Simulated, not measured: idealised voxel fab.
Name of the process module below: voxel transistor to metal
FYI the section here is cut, 175 nm wide, cells are 5 nm squares.
Cross-section format: a grid of square cells, given as bands from top to bottom; each band is one or more rows of cells.
Top, bottom (nm), then materials left to right with widths (nm); lone material tagged "everywhere" fills the whole band edge to edge; "empty" = empty space.
Convention: height 0 is the level below which the wafer, as received, is all one material. The lowest band does not terminate at the bottom but continues downward, represented as "0 nm and below".
When a width is written as two numbers, as in "30..40", the first number is the width in the top row of cells of the band and the second is the width in its bottom row, and the width changes by the same amount from each row to the next.
When a step is marked "no modification", none of the cells in the cross-section changed during that step.
"Sealed void list": sealed empty spaces, 8 cells or more, no open way to top, listed width x height at distance, with distance from the left edge and width, height and distance in nm.
Text after the settings on a step's line: the simulator's own remark on that step.
overlay nm, on a step with a mask: how far to the right of its planned place the mask lay; to the left if negative

Plan
1 RECEIVE with material Si
2 OXIDIZE with depth nm 5
3 CONFORMAL_DEP with material SiN, thk nm 15
4 MASKED_ETCH with tone cover, mask id ACTIVE, width nm 105, etch materials SiN, depth nm 15, overlay nm 0
5 MASKED_ETCH with tone cover, mask id ACTIVE, width nm 105, etch materials SiO2, depth nm 5, overlay nm 0
6 MASKED_ETCH with tone cover, mask id ACTIVE, width nm 105, etch materials Si, depth nm 25, overlay nm 0
7 OXIDIZE with depth nm 5
8 FILL_DEP with material SiO2, thk nm 5
9 CMP with height nm 15
10 SELECTIVE_ETCH with etch materials SiO2, depth nm 15
11 STRIP with etch materials SiN
12 SELECTIVE_ETCH with etch materials SiO2, depth nm 5
13 OXIDIZE with depth nm 5
14 DIRECTIONAL_DEP with material polySi, thk nm 20
15 DIRECTIONAL_DEP with material SiCN, thk nm 10
16 DIRECTIONAL_DEP with material aC, thk nm 15
17 PATTERN with tone cover, mask id GATE, material resist, width nm 35, thk nm 35, overlay nm 0
18 DIRECTIONAL_ETCH with etch materials aC, depth nm 15
19 STRIP with etch materials resist
20 DIRECTIONAL_ETCH with etch materials SiCN, depth nm 20
21 DIRECTIONAL_ETCH with etch materials polySi, depth nm 30
22 STRIP with etch materials aC
23 CONFORMAL_DEP with material SiN, thk nm 5
24 DIRECTIONAL_ETCH with etch materials SiN, depth nm 5
25 DIRECTIONAL_ETCH with etch materials SiO2, depth nm 5
26 DIRECTIONAL_ETCH with etch materials Si, depth nm 10
27 EPI with material SiGe, thk nm 15
28 FILL_DEP with material SiO2, thk nm 5
29 CMP with height nm 15
30 STRIP with etch materials polySi
31 SELECTIVE_ETCH with etch materials SiO2, depth nm 5
32 CONFORMAL_DEP with material HfO2, thk nm 5
33 CONFORMAL_DEP with material TiN, thk nm 5
34 FILL_DEP with material W, thk nm 5
35 CMP with height nm 10
36 DIRECTIONAL_DEP with material SiO2, thk nm 15
37 MASKED_ETCH with tone open, mask id CONTACT, width nm 15, pitch nm 80, etch materials SiO2, depth nm 30, overlay nm 0
38 CONFORMAL_DEP with material TiN, thk nm 5
39 FILL_DEP with material W, thk nm 5
40 CMP with height nm 25
41 DIRECTIONAL_DEP with material TiN, thk nm 5
42 DIRECTIONAL_DEP with material W, thk nm 15
43 MASKED_ETCH with tone cover, mask id METAL_1, width nm 15, pitch nm 80, etch materials W, depth nm 15, overlay nm 0
44 MASKED_ETCH with tone cover, mask id METAL_1, width nm 15, pitch nm 80, etch materials TiN, depth nm 5, overlay nm 0
45 CONFORMAL_DEP with material SiCN, thk nm 5
46 FILL_DEP with material lowk, thk nm 5
47 CMP with height nm 45
48 CONFORMAL_DEP with material SiCN, thk nm 5
49 DIRECTIONAL_DEP with material SiO2, thk nm 30
50 PATTERN with tone open, mask id METAL_2, material resist, width nm 15, pitch nm 80, thk nm 15, overlay nm 0
51 DIRECTIONAL_ETCH with etch materials SiO2, depth nm 15
52 STRIP with etch materials resist
53 DIRECTIONAL_DEP with material aC, thk nm 10
54 PATTERN with tone open, mask id METAL_2_HOLES, material resist, width nm 15, pitch nm 80, thk nm 30, overlay nm 0
55 DIRECTIONAL_ETCH with etch materials aC, depth nm 10
56 STRIP with etch materials resist
57 DIRECTIONAL_ETCH with etch materials SiO2, depth nm 15
58 DIRECTIONAL_ETCH with etch materials SiCN, depth nm 5
59 STRIP with etch materials aC
60 CONFORMAL_DEP with material TiN, thk nm 5
61 FILL_DEP with material Cu, thk nm 10
62 CMP with height nm 80
63 CONFORMAL_DEP with material SiCN, thk nm 5

Below: the first of two wafers, run as planned

Here's what the wafer looked like in cross-section when it arrived - that's after step 1
    0 nm and below  Si everywhere
    Sealed void list: none

The wafer, seen in cross-section, after step 2
    0 nm to -5 nm  SiO2 everywhere
    Note: structure below -5 unchanged.

The wafer, seen in cross-section, after step 3
    15 nm to 0 nm  SiN everywhere
    Note: structure below 0 unchanged.

The wafer, seen in cross-section, after step 4
    15 nm to 0 nm  35 of empty, then 105 of SiN, then 35 of empty
    Note: structure below 0 unchanged.

The wafer, seen in cross-section, after step 5
    15 nm to 0 nm  35 of empty, then 105 of SiN, then 35 of empty
    0 nm to -5 nm  35 of empty, then 105 of SiO2, then 35 of empty
    Note: structure below -5 unchanged.

The wafer, seen in cross-section, after step 6
    15 nm to 0 nm  35 of empty, then 105 of SiN, then 35 of empty
    0 nm to -5 nm  35 of empty, then 105 of SiO2, then 35 of empty
    -5 nm to -30 nm  35 of empty, then 105 of Si, then 35 of empty
    Note: structure below -30 unchanged.

The wafer, seen in cross-section, after step 7
    15 nm to 0 nm  35 of empty, then 105 of SiN, then 35 of empty
    0 nm to -5 nm  35 of empty, then 105 of SiO2, then 35 of empty
    -5 nm to -30 nm  35 of empty, then 5 of SiO2, then 95 of Si, then 5 of SiO2, then 35 of empty
    -30 nm to -35 nm  40 of SiO2, then 95 of Si, then 40 of SiO2
    Note: structure below -35 unchanged.

The wafer, seen in cross-section, after step 8
    20 nm to 15 nm  SiO2 everywhere
    15 nm to 0 nm  35 of SiO2, then 105 of SiN, then 35 of SiO2
    0 nm to -5 nm  SiO2 everywhere
    -5 nm to -35 nm  40 of SiO2, then 95 of Si, then 40 of SiO2
    Note: structure below -35 unchanged.

The wafer, seen in cross-section, after step 9
    15 nm to 0 nm  35 of SiO2, then 105 of SiN, then 35 of SiO2
    Note: structure below 0 unchanged.

The wafer, seen in cross-section, after step 10
    15 nm to 0 nm  35 of empty, then 105 of SiN, then 35 of empty
    Note: structure below 0 unchanged.

The wafer, seen in cross-section, after step 11
    0 nm to -5 nm  SiO2 everywhere
    Note: structure below -5 unchanged.

The wafer, seen in cross-section, after step 12
    -5 nm to -35 nm  40 of SiO2, then 95 of Si, then 40 of SiO2
    Note: structure below -35 unchanged.

The wafer, seen in cross-section, after step 13
    -5 nm to -10 nm  SiO2 everywhere
    Note: structure below -10 unchanged.

The wafer, seen in cross-section, after step 14
    15 nm to -5 nm  polySi everywhere
    Note: structure below -5 unchanged.

The wafer, seen in cross-section, after step 15
    25 nm to 15 nm  SiCN everywhere
    Note: structure below 15 unchanged.

The wafer, seen in cross-section, after step 16
    40 nm to 25 nm  aC everywhere
    Note: structure below 25 unchanged.

The wafer, seen in cross-section, after step 17
    75 nm to 40 nm  70 of empty, then 35 of resist, then 70 of empty
    Note: structure below 40 unchanged.

The wafer, seen in cross-section, after step 18
    60 nm to 40 nm  70 of empty, then 35 of resist, then 70 of empty
    40 nm to 25 nm  70 of empty, then 35 of aC, then 70 of empty
    Note: structure below 25 unchanged.

The wafer, seen in cross-section, after step 19
    40 nm to 25 nm  70 of empty, then 35 of aC, then 70 of empty
    Note: structure below 25 unchanged.

The wafer, seen in cross-section, after step 20
    40 nm to 25 nm  70 of empty, then 35 of aC, then 70 of empty
    25 nm to 15 nm  70 of empty, then 35 of SiCN, then 70 of empty
    Note: structure below 15 unchanged.

The wafer, seen in cross-section, after step 21
    40 nm to 25 nm  70 of empty, then 35 of aC, then 70 of empty
    25 nm to 15 nm  70 of empty, then 35 of SiCN, then 70 of empty
    15 nm to -5 nm  70 of empty, then 35 of polySi, then 70 of empty
    Note: structure below -5 unchanged.

The wafer, seen in cross-section, after step 22
    25 nm to 15 nm  70 of empty, then 35 of SiCN, then 70 of empty
    Note: structure below 15 unchanged.

The wafer, seen in cross-section, after step 23
    30 nm to 25 nm  65 of empty, then 45 of SiN, then 65 of empty
    25 nm to 15 nm  65 of empty, then 5 of SiN, then 35 of SiCN, then 5 of SiN, then 65 of empty
    15 nm to 0 nm  65 of empty, then 5 of SiN, then 35 of polySi, then 5 of SiN, then 65 of empty
    0 nm to -5 nm  70 of SiN, then 35 of polySi, then 70 of SiN
    Note: structure below -5 unchanged.

The wafer, seen in cross-section, after step 24
    25 nm to 15 nm  65 of empty, then 5 of SiN, then 35 of SiCN, then 5 of SiN, then 65 of empty
    15 nm to -5 nm  65 of empty, then 5 of SiN, then 35 of polySi, then 5 of SiN, then 65 of empty
    Note: structure below -5 unchanged.

The wafer, seen in cross-section, after step 25
    25 nm to 15 nm  65 of empty, then 5 of SiN, then 35 of SiCN, then 5 of SiN, then 65 of empty
    15 nm to -5 nm  65 of empty, then 5 of SiN, then 35 of polySi, then 5 of SiN, then 65 of empty
    -5 nm to -10 nm  65 of empty, then 45 of SiO2, then 65 of empty
    Note: structure below -10 unchanged.

The wafer, seen in cross-section, after step 26
    25 nm to 15 nm  65 of empty, then 5 of SiN, then 35 of SiCN, then 5 of SiN, then 65 of empty
    15 nm to -5 nm  65 of empty, then 5 of SiN, then 35 of polySi, then 5 of SiN, then 65 of empty
    -5 nm to -10 nm  65 of empty, then 45 of SiO2, then 65 of empty
    -10 nm to -20 nm  40 of SiO2, then 25 of empty, then 45 of Si, then 25 of empty, then 40 of SiO2
    Note: structure below -20 unchanged.

The wafer, seen in cross-section, after step 27
    25 nm to 15 nm  65 of empty, then 5 of SiN, then 35 of SiCN, then 5 of SiN, then 65 of empty
    15 nm to 5 nm  65 of empty, then 5 of SiN, then 35 of polySi, then 5 of SiN, then 65 of empty
    5 nm to -5 nm  50 of empty, then 15 of SiGe, then 5 of SiN, then 35 of polySi, then 5 of SiN, then 15 of SiGe, then 50 of empty
    -5 nm to -10 nm  35 of empty, then 30 of SiGe, then 45 of SiO2, then 30 of SiGe, then 35 of empty
    -10 nm to -20 nm  40 of SiO2, then 25 of SiGe, then 45 of Si, then 25 of SiGe, then 40 of SiO2
    Note: structure below -20 unchanged.

The wafer, seen in cross-section, after step 28
    30 nm to 25 nm  SiO2 everywhere
    25 nm to 15 nm  65 of SiO2, then 5 of SiN, then 35 of SiCN, then 5 of SiN, then 65 of SiO2
    15 nm to 5 nm  65 of SiO2, then 5 of SiN, then 35 of polySi, then 5 of SiN, then 65 of SiO2
    5 nm to -5 nm  50 of SiO2, then 15 of SiGe, then 5 of SiN, then 35 of polySi, then 5 of SiN, then 15 of SiGe, then 50 of SiO2
    -5 nm to -10 nm  35 of SiO2, then 30 of SiGe, then 45 of SiO2, then 30 of SiGe, then 35 of SiO2
    Note: structure below -10 unchanged.

The wafer, seen in cross-section, after step 29
    15 nm to 5 nm  65 of SiO2, then 5 of SiN, then 35 of polySi, then 5 of SiN, then 65 of SiO2
    Note: structure below 5 unchanged.

The wafer, seen in cross-section, after step 30
    15 nm to 5 nm  65 of SiO2, then 5 of SiN, then 35 of empty, then 5 of SiN, then 65 of SiO2
    5 nm to -5 nm  50 of SiO2, then 15 of SiGe, then 5 of SiN, then 35 of empty, then 5 of SiN, then 15 of SiGe, then 50 of SiO2
    Note: structure below -5 unchanged.

The wafer, seen in cross-section, after step 31
    15 nm to 10 nm  65 of empty, then 5 of SiN, then 35 of empty, then 5 of SiN, then 65 of empty
    10 nm to 5 nm  65 of SiO2, then 5 of SiN, then 35 of empty, then 5 of SiN, then 65 of SiO2
    5 nm to -5 nm  50 of SiO2, then 15 of SiGe, then 5 of SiN, then 35 of empty, then 5 of SiN, then 15 of SiGe, then 50 of SiO2
    -5 nm to -10 nm  35 of SiO2, then 30 of SiGe, then 45 of empty, then 30 of SiGe, then 35 of SiO2
    Note: structure below -10 unchanged.

The wafer, seen in cross-section, after step 32
    20 nm to 15 nm  60 of empty, then 15 of HfO2, then 25 of empty, then 15 of HfO2, then 60 of empty
    15 nm to 10 nm  65 of HfO2, then 5 of SiN, then 5 of HfO2, then 25 of empty, then 5 of HfO2, then 5 of SiN, then 65 of HfO2
    10 nm to 5 nm  65 of SiO2, then 5 of SiN, then 5 of HfO2, then 25 of empty, then 5 of HfO2, then 5 of SiN, then 65 of SiO2
    5 nm to -5 nm  50 of SiO2, then 15 of SiGe, then 5 of SiN, then 5 of HfO2, then 25 of empty, then 5 of HfO2, then 5 of SiN, then 15 of SiGe, then 50 of SiO2
    -5 nm to -10 nm  35 of SiO2, then 30 of SiGe, then 45 of HfO2, then 30 of SiGe, then 35 of SiO2
    Note: structure below -10 unchanged.

The wafer, seen in cross-section, after step 33
    25 nm to 20 nm  55 of empty, then 25 of TiN, then 15 of empty, then 25 of TiN, then 55 of empty
    20 nm to 15 nm  60 of TiN, then 15 of HfO2, then 5 of TiN, then 15 of empty, then 5 of TiN, then 15 of HfO2, then 60 of TiN
    15 nm to 10 nm  65 of HfO2, then 5 of SiN, then 5 of HfO2, then 5 of TiN, then 15 of empty, then 5 of TiN, then 5 of HfO2, then 5 of SiN, then 65 of HfO2
    10 nm to 5 nm  65 of SiO2, then 5 of SiN, then 5 of HfO2, then 5 of TiN, then 15 of empty, then 5 of TiN, then 5 of HfO2, then 5 of SiN, then 65 of SiO2
    5 nm to 0 nm  50 of SiO2, then 15 of SiGe, then 5 of SiN, then 5 of HfO2, then 5 of TiN, then 15 of empty, then 5 of TiN, then 5 of HfO2, then 5 of SiN, then 15 of SiGe, then 50 of SiO2
    0 nm to -5 nm  50 of SiO2, then 15 of SiGe, then 5 of SiN, then 5 of HfO2, then 25 of TiN, then 5 of HfO2, then 5 of SiN, then 15 of SiGe, then 50 of SiO2
    Note: structure below -5 unchanged.

The wafer, seen in cross-section, after step 34
    30 nm to 25 nm  W everywhere
    25 nm to 20 nm  55 of W, then 25 of TiN, then 15 of W, then 25 of TiN, then 55 of W
    20 nm to 15 nm  60 of TiN, then 15 of HfO2, then 5 of TiN, then 15 of W, then 5 of TiN, then 15 of HfO2, then 60 of TiN
    15 nm to 10 nm  65 of HfO2, then 5 of SiN, then 5 of HfO2, then 5 of TiN, then 15 of W, then 5 of TiN, then 5 of HfO2, then 5 of SiN, then 65 of HfO2
    10 nm to 5 nm  65 of SiO2, then 5 of SiN, then 5 of HfO2, then 5 of TiN, then 15 of W, then 5 of TiN, then 5 of HfO2, then 5 of SiN, then 65 of SiO2
    5 nm to 0 nm  50 of SiO2, then 15 of SiGe, then 5 of SiN, then 5 of HfO2, then 5 of TiN, then 15 of W, then 5 of TiN, then 5 of HfO2, then 5 of SiN, then 15 of SiGe, then 50 of SiO2
    Note: structure below 0 unchanged.

The wafer, seen in cross-section, after step 35
    10 nm to 5 nm  65 of SiO2, then 5 of SiN, then 5 of HfO2, then 5 of TiN, then 15 of W, then 5 of TiN, then 5 of HfO2, then 5 of SiN, then 65 of SiO2
    Note: structure below 5 unchanged.

The wafer, seen in cross-section, after step 36
    25 nm to 10 nm  SiO2 everywhere
    Note: structure below 10 unchanged.

The wafer, seen in cross-section, after step 37
    25 nm to 10 nm  40 of SiO2, then 15 of empty, then 65 of SiO2, then 15 of empty, then 40 of SiO2
    10 nm to 5 nm  40 of SiO2, then 15 of empty, then 10 of SiO2, then 5 of SiN, then 5 of HfO2, then 5 of TiN, then 15 of W, then 5 of TiN, then 5 of HfO2, then 5 of SiN, then 10 of SiO2, then 15 of empty, then 40 of SiO2
    5 nm to 0 nm  40 of SiO2, then 10 of empty, then 15 of SiGe, then 5 of SiN, then 5 of HfO2, then 5 of TiN, then 15 of W, then 5 of TiN, then 5 of HfO2, then 5 of SiN, then 15 of SiGe, then 10 of empty, then 40 of SiO2
    0 nm to -5 nm  40 of SiO2, then 10 of empty, then 15 of SiGe, then 5 of SiN, then 5 of HfO2, then 25 of TiN, then 5 of HfO2, then 5 of SiN, then 15 of SiGe, then 10 of empty, then 40 of SiO2
    Note: structure below -5 unchanged.

The wafer, seen in cross-section, after step 38
    30 nm to 25 nm  45 of TiN, then 5 of empty, then 75 of TiN, then 5 of empty, then 45 of TiN
    25 nm to 10 nm  40 of SiO2, then 5 of TiN, then 5 of empty, then 5 of TiN, then 65 of SiO2, then 5 of TiN, then 5 of empty, then 5 of TiN, then 40 of SiO2
    10 nm to 5 nm  40 of SiO2, then 15 of TiN, then 10 of SiO2, then 5 of SiN, then 5 of HfO2, then 5 of TiN, then 15 of W, then 5 of TiN, then 5 of HfO2, then 5 of SiN, then 10 of SiO2, then 15 of TiN, then 40 of SiO2
    5 nm to 0 nm  40 of SiO2, then 10 of TiN, then 15 of SiGe, then 5 of SiN, then 5 of HfO2, then 5 of TiN, then 15 of W, then 5 of TiN, then 5 of HfO2, then 5 of SiN, then 15 of SiGe, then 10 of TiN, then 40 of SiO2
    0 nm to -5 nm  40 of SiO2, then 10 of TiN, then 15 of SiGe, then 5 of SiN, then 5 of HfO2, then 25 of TiN, then 5 of HfO2, then 5 of SiN, then 15 of SiGe, then 10 of TiN, then 40 of SiO2
    Note: structure below -5 unchanged.

The wafer, seen in cross-section, after step 39
    35 nm to 30 nm  W everywhere
    30 nm to 25 nm  45 of TiN, then 5 of W, then 75 of TiN, then 5 of W, then 45 of TiN
    25 nm to 10 nm  40 of SiO2, then 5 of TiN, then 5 of W, then 5 of TiN, then 65 of SiO2, then 5 of TiN, then 5 of W, then 5 of TiN, then 40 of SiO2
    Note: structure below 10 unchanged.

The wafer, seen in cross-section, after step 40
    25 nm to 10 nm  40 of SiO2, then 5 of TiN, then 5 of W, then 5 of TiN, then 65 of SiO2, then 5 of TiN, then 5 of W, then 5 of TiN, then 40 of SiO2
    Note: structure below 10 unchanged.

The wafer, seen in cross-section, after step 41
    30 nm to 25 nm  TiN everywhere
    Note: structure below 25 unchanged.

The wafer, seen in cross-section, after step 42
    45 nm to 30 nm  W everywhere
    Note: structure below 30 unchanged.

The wafer, seen in cross-section, after step 43
    45 nm to 30 nm  40 of empty, then 15 of W, then 65 of empty, then 15 of W, then 40 of empty
    Note: structure below 30 unchanged.

The wafer, seen in cross-section, after step 44
    45 nm to 30 nm  40 of empty, then 15 of W, then 65 of empty, then 15 of W, then 40 of empty
    30 nm to 25 nm  40 of empty, then 15 of TiN, then 65 of empty, then 15 of TiN, then 40 of empty
    Note: structure below 25 unchanged.

The wafer, seen in cross-section, after step 45
    50 nm to 45 nm  35 of empty, then 25 of SiCN, then 55 of empty, then 25 of SiCN, then 35 of empty
    45 nm to 30 nm  35 of empty, then 5 of SiCN, then 15 of W, then 5 of SiCN, then 55 of empty, then 5 of SiCN, then 15 of W, then 5 of SiCN, then 35 of empty
    30 nm to 25 nm  40 of SiCN, then 15 of TiN, then 65 of SiCN, then 15 of TiN, then 40 of SiCN
    Note: structure below 25 unchanged.

The wafer, seen in cross-section, after step 46
    55 nm to 50 nm  lowk everywhere
    50 nm to 45 nm  35 of lowk, then 25 of SiCN, then 55 of lowk, then 25 of SiCN, then 35 of lowk
    45 nm to 30 nm  35 of lowk, then 5 of SiCN, then 15 of W, then 5 of SiCN, then 55 of lowk, then 5 of SiCN, then 15 of W, then 5 of SiCN, then 35 of lowk
    Note: structure below 30 unchanged.

The wafer, seen in cross-section, after step 47
    45 nm to 30 nm  35 of lowk, then 5 of SiCN, then 15 of W, then 5 of SiCN, then 55 of lowk, then 5 of SiCN, then 15 of W, then 5 of SiCN, then 35 of lowk
    Note: structure below 30 unchanged.

The wafer, seen in cross-section, after step 48
    50 nm to 45 nm  SiCN everywhere
    Note: structure below 45 unchanged.

The wafer, seen in cross-section, after step 49
    80 nm to 50 nm  SiO2 everywhere
    Note: structure below 50 unchanged.

The wafer, seen in cross-section, after step 50
    95 nm to 80 nm  40 of resist, then 15 of empty, then 65 of resist, then 15 of empty, then 40 of resist
    Note: structure below 80 unchanged.

The wafer, seen in cross-section, after step 51
    95 nm to 80 nm  40 of resist, then 15 of empty, then 65 of resist, then 15 of empty, then 40 of resist
    80 nm to 65 nm  40 of SiO2, then 15 of empty, then 65 of SiO2, then 15 of empty, then 40 of SiO2
    Note: structure below 65 unchanged.

The wafer, seen in cross-section, after step 52
    80 nm to 65 nm  40 of SiO2, then 15 of empty, then 65 of SiO2, then 15 of empty, then 40 of SiO2
    Note: structure below 65 unchanged.

The wafer, seen in cross-section, after step 53
    90 nm to 80 nm  40 of aC, then 15 of empty, then 65 of aC, then 15 of empty, then 40 of aC
    80 nm to 75 nm  40 of SiO2, then 15 of empty, then 65 of SiO2, then 15 of empty, then 40 of SiO2
    75 nm to 65 nm  40 of SiO2, then 15 of aC, then 65 of SiO2, then 15 of aC, then 40 of SiO2
    Note: structure below 65 unchanged.

The wafer, seen in cross-section, after step 54
    120 nm to 90 nm  40 of resist, then 15 of empty, then 65 of resist, then 15 of empty, then 40 of resist
    Note: structure below 90 unchanged.

The wafer, seen in cross-section, after step 55
    110 nm to 90 nm  40 of resist, then 15 of empty, then 65 of resist, then 15 of empty, then 40 of resist
    90 nm to 80 nm  40 of aC, then 15 of empty, then 65 of aC, then 15 of empty, then 40 of aC
    80 nm to 65 nm  40 of SiO2, then 15 of empty, then 65 of SiO2, then 15 of empty, then 40 of SiO2
    Note: structure below 65 unchanged.

The wafer, seen in cross-section, after step 56
    90 nm to 80 nm  40 of aC, then 15 of empty, then 65 of aC, then 15 of empty, then 40 of aC
    Note: structure below 80 unchanged.

The wafer, seen in cross-section, after step 57
    90 nm to 80 nm  40 of aC, then 15 of empty, then 65 of aC, then 15 of empty, then 40 of aC
    80 nm to 50 nm  40 of SiO2, then 15 of empty, then 65 of SiO2, then 15 of empty, then 40 of SiO2
    Note: structure below 50 unchanged.

The wafer, seen in cross-section, after step 58
    90 nm to 80 nm  40 of aC, then 15 of empty, then 65 of aC, then 15 of empty, then 40 of aC
    80 nm to 50 nm  40 of SiO2, then 15 of empty, then 65 of SiO2, then 15 of empty, then 40 of SiO2
    50 nm to 45 nm  40 of SiCN, then 15 of empty, then 65 of SiCN, then 15 of empty, then 40 of SiCN
    Note: structure below 45 unchanged.

The wafer, seen in cross-section, after step 59
    80 nm to 50 nm  40 of SiO2, then 15 of empty, then 65 of SiO2, then 15 of empty, then 40 of SiO2
    Note: structure below 50 unchanged.

The wafer, seen in cross-section, after step 60
    85 nm to 80 nm  45 of TiN, then 5 of empty, then 75 of TiN, then 5 of empty, then 45 of TiN
    80 nm to 50 nm  40 of SiO2, then 5 of TiN, then 5 of empty, then 5 of TiN, then 65 of SiO2, then 5 of TiN, then 5 of empty, then 5 of TiN, then 40 of SiO2
    50 nm to 45 nm  40 of SiCN, then 15 of TiN, then 65 of SiCN, then 15 of TiN, then 40 of SiCN
    Note: structure below 45 unchanged.

The wafer, seen in cross-section, after step 61
    95 nm to 85 nm  Cu everywhere
    85 nm to 80 nm  45 of TiN, then 5 of Cu, then 75 of TiN, then 5 of Cu, then 45 of TiN
    80 nm to 50 nm  40 of SiO2, then 5 of TiN, then 5 of Cu, then 5 of TiN, then 65 of SiO2, then 5 of TiN, then 5 of Cu, then 5 of TiN, then 40 of SiO2
    Note: structure below 50 unchanged.

The wafer, seen in cross-section, after step 62
    80 nm to 50 nm  40 of SiO2, then 5 of TiN, then 5 of Cu, then 5 of TiN, then 65 of SiO2, then 5 of TiN, then 5 of Cu, then 5 of TiN, then 40 of SiO2
    Note: structure below 50 unchanged.

The wafer, seen in cross-section, after step 63
    85 nm to 80 nm  SiCN everywhere
    Note: structure below 80 unchanged.

Second wafer, same starting state and plan as the first, one mistake in the run, identical through step 39

Cross-section of the second wafer at the time by which step 40 should have been completed according to the plan
    20 nm to 10 nm  40 of SiO2, then 5 of TiN, then 5 of W, then 5 of TiN, then 65 of SiO2, then 5 of TiN, then 5 of W, then 5 of TiN, then 40 of SiO2
    Note: structure below 10 unchanged.

Cross-section of the second wafer at the time by which step 41 should have been completed according to the plan
    25 nm to 20 nm  TiN everywhere
    Note: structure below 20 unchanged.

Cross-section of the second wafer at the time by which step 42 should have been completed according to the plan
    40 nm to 25 nm  W everywhere
    Note: structure below 25 unchanged.

Cross-section of the second wafer at the time by which step 43 should have been completed according to the plan
    40 nm to 25 nm  40 of empty, then 15 of W, then 65 of empty, then 15 of W, then 40 of empty
    Note: structure below 25 unchanged.

Cross-section of the second wafer at the time by which step 44 should have been completed according to the plan
    40 nm to 25 nm  40 of empty, then 15 of W, then 65 of empty, then 15 of W, then 40 of empty
    25 nm to 20 nm  40 of empty, then 15 of TiN, then 65 of empty, then 15 of TiN, then 40 of empty
    Note: structure below 20 unchanged.

Cross-section of the second wafer at the time by which step 45 should have been completed according to the plan
    45 nm to 40 nm  35 of empty, then 25 of SiCN, then 55 of empty, then 25 of SiCN, then 35 of empty
    40 nm to 25 nm  35 of empty, then 5 of SiCN, then 15 of W, then 5 of SiCN, then 55 of empty, then 5 of SiCN, then 15 of W, then 5 of SiCN, then 35 of empty
    25 nm to 20 nm  40 of SiCN, then 15 of TiN, then 65 of SiCN, then 15 of TiN, then 40 of SiCN
    Note: structure below 20 unchanged.

Cross-section of the second wafer at the time by which step 46 should have been completed according to the plan
    50 nm to 45 nm  lowk everywhere
    45 nm to 40 nm  35 of lowk, then 25 of SiCN, then 55 of lowk, then 25 of SiCN, then 35 of lowk
    40 nm to 25 nm  35 of lowk, then 5 of SiCN, then 15 of W, then 5 of SiCN, then 55 of lowk, then 5 of SiCN, then 15 of W, then 5 of SiCN, then 35 of lowk
    Note: structure below 25 unchanged.

Cross-section of the second wafer at the time by which step 47 should have been completed according to the plan
    45 nm to 40 nm  35 of lowk, then 25 of SiCN, then 55 of lowk, then 25 of SiCN, then 35 of lowk
    Note: structure below 40 unchanged.

Cross-section of the second wafer at the time by which step 48 should have been completed according to the plan
    50 nm to 45 nm  SiCN everywhere
    Note: structure below 45 unchanged.

Cross-section of the second wafer at the time by which step 49 should have been completed according to the plan
    80 nm to 50 nm  SiO2 everywhere
    Note: structure below 50 unchanged.

Cross-section of the second wafer at the time by which step 50 should have been completed according to the plan
    95 nm to 80 nm  40 of resist, then 15 of empty, then 65 of resist, then 15 of empty, then 40 of resist
    Note: structure below 80 unchanged.

Cross-section of the second wafer at the time by which step 51 should have been completed according to the plan
    95 nm to 80 nm  40 of resist, then 15 of empty, then 65 of resist, then 15 of empty, then 40 of resist
    80 nm to 65 nm  40 of SiO2, then 15 of empty, then 65 of SiO2, then 15 of empty, then 40 of SiO2
    Note: structure below 65 unchanged.

Cross-section of the second wafer at the time by which step 52 should have been completed according to the plan
    80 nm to 65 nm  40 of SiO2, then 15 of empty, then 65 of SiO2, then 15 of empty, then 40 of SiO2
    Note: structure below 65 unchanged.

Cross-section of the second wafer at the time by which step 53 should have been completed according to the plan
    90 nm to 80 nm  40 of aC, then 15 of empty, then 65 of aC, then 15 of empty, then 40 of aC
    80 nm to 75 nm  40 of SiO2, then 15 of empty, then 65 of SiO2, then 15 of empty, then 40 of SiO2
    75 nm to 65 nm  40 of SiO2, then 15 of aC, then 65 of SiO2, then 15 of aC, then 40 of SiO2
    Note: structure below 65 unchanged.

Cross-section of the second wafer at the time by which step 54 should have been completed according to the plan
    120 nm to 90 nm  40 of resist, then 15 of empty, then 65 of resist, then 15 of empty, then 40 of resist
    Note: structure below 90 unchanged.

Cross-section of the second wafer at the time by which step 55 should have been completed according to the plan
    110 nm to 90 nm  40 of resist, then 15 of empty, then 65 of resist, then 15 of empty, then 40 of resist
    90 nm to 80 nm  40 of aC, then 15 of empty, then 65 of aC, then 15 of empty, then 40 of aC
    80 nm to 65 nm  40 of SiO2, then 15 of empty, then 65 of SiO2, then 15 of empty, then 40 of SiO2
    Note: structure below 65 unchanged.

Cross-section of the second wafer at the time by which step 56 should have been completed according to the plan
    90 nm to 80 nm  40 of aC, then 15 of empty, then 65 of aC, then 15 of empty, then 40 of aC
    Note: structure below 80 unchanged.

Cross-section of the second wafer at the time by which step 57 should have been completed according to the plan
    90 nm to 80 nm  40 of aC, then 15 of empty, then 65 of aC, then 15 of empty, then 40 of aC
    80 nm to 50 nm  40 of SiO2, then 15 of empty, then 65 of SiO2, then 15 of empty, then 40 of SiO2
    Note: structure below 50 unchanged.

Cross-section of the second wafer at the time by which step 58 should have been completed according to the plan
    90 nm to 80 nm  40 of aC, then 15 of empty, then 65 of aC, then 15 of empty, then 40 of aC
    80 nm to 50 nm  40 of SiO2, then 15 of empty, then 65 of SiO2, then 15 of empty, then 40 of SiO2
    50 nm to 45 nm  40 of SiCN, then 15 of empty, then 65 of SiCN, then 15 of empty, then 40 of SiCN
    Note: structure below 45 unchanged.

Cross-section of the second wafer at the time by which step 59 should have been completed according to the plan
    80 nm to 50 nm  40 of SiO2, then 15 of empty, then 65 of SiO2, then 15 of empty, then 40 of SiO2
    Note: structure below 50 unchanged.

Cross-section of the second wafer at the time by which step 60 should have been completed according to the plan
    85 nm to 80 nm  45 of TiN, then 5 of empty, then 75 of TiN, then 5 of empty, then 45 of TiN
    80 nm to 50 nm  40 of SiO2, then 5 of TiN, then 5 of empty, then 5 of TiN, then 65 of SiO2, then 5 of TiN, then 5 of empty, then 5 of TiN, then 40 of SiO2
    50 nm to 45 nm  40 of SiCN, then 15 of TiN, then 65 of SiCN, then 15 of TiN, then 40 of SiCN
    Note: structure below 45 unchanged.

Cross-section of the second wafer at the time by which step 61 should have been completed according to the plan
    95 nm to 85 nm  Cu everywhere
    85 nm to 80 nm  45 of TiN, then 5 of Cu, then 75 of TiN, then 5 of Cu, then 45 of TiN
    80 nm to 50 nm  40 of SiO2, then 5 of TiN, then 5 of Cu, then 5 of TiN, then 65 of SiO2, then 5 of TiN, then 5 of Cu, then 5 of TiN, then 40 of SiO2
    Note: structure below 50 unchanged.

Cross-section of the second wafer at the time by which step 62 should have been completed according to the plan
    80 nm to 50 nm  40 of SiO2, then 5 of TiN, then 5 of Cu, then 5 of TiN, then 65 of SiO2, then 5 of TiN, then 5 of Cu, then 5 of TiN, then 40 of SiO2
    Note: structure below 50 unchanged.

Cross-section of the second wafer at the time by which step 63 should have been completed according to the plan
    85 nm to 80 nm  SiCN everywhere
    Note: structure below 80 unchanged.
What was done differently from what was planned? step 40: run off-plan, actual operation and settings CMP with height nm 20
End check, counted in cells, second wafer has more or fewer of these materials than the first: +10 SiCN; -29 SiO2; -4 TiN; -2 W; +25 lowk
